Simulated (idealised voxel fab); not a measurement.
Process module in this document: voxel fin reveal
Displayed cross-section: cut, width of 210 nm, square cells sized 5 nm.
Cross-section = grid of square cells, listed top down in bands; band = one or more rows. Band: top height; bottom height; in nm. Then, left to right: material with width in nm, for each material. "edge to edge": a single material spanning edge to edge. "air": empty space. Heights are measured from 0, the level below which the as-received wafer is all one material; the lowest band has no bottom and continues downward, written as in "0 and below". Width: "30 to 40" (first number = top row, second number = bottom row, same change from row to row of cells). Key: "no modifications" - step with no changed cell in the cross-section. Closed-off voids of 8+ cells (no open route to the top) go in "Closed void register", written width x height at distance from the left edge, in nm. If you see something after the settings on a step's line, that's the simulator's own remark about that step. "overlay nm", when on a step's line for a step with a mask, measures how far to the right of its planned place the mask lay; a negative measure means to the left.

### The planned process steps are enumerated hereunder
1,RECEIVE,material Si
2,CONFORMAL_DEP,material SiN,thk nm 10
3,MASKED_ETCH,tone cover,mask id FINS,width nm 15,pitch nm 40,etch materials SiN,depth nm 10,overlay nm 0
4,MASKED_ETCH,tone cover,mask id FINS,width nm 15,pitch nm 40,etch materials Si,depth nm 40,overlay nm 0
5,FILL_DEP,material SiO2,thk nm 10
6,CMP,height nm 10
7,SELECTIVE_ETCH,etch materials SiO2,depth nm 35
8,STRIP,etch materials SiN

### Delivered wafer in cross-section: state after step 1
- 0 and below: Si edge to edge
- Closed void register: none

### Module complete, cross-section. Starting point and plan per above. One mistake made in running the module
- 0 down to -25: air 75 / Si 15 / air 25 / Si 15 / air 80
- -25 down to -50: SiO2 75 / Si 15 / SiO2 25 / Si 15 / SiO2 80
- -50 and below: Si edge to edge
- Closed void register: none
The mistake made against the process plan was this: contrary to plan, step 4 was performed as MASKED_ETCH,tone cover,mask id FINS,width nm 15,pitch nm 40,etch materials Si,depth nm 50,overlay nm 0
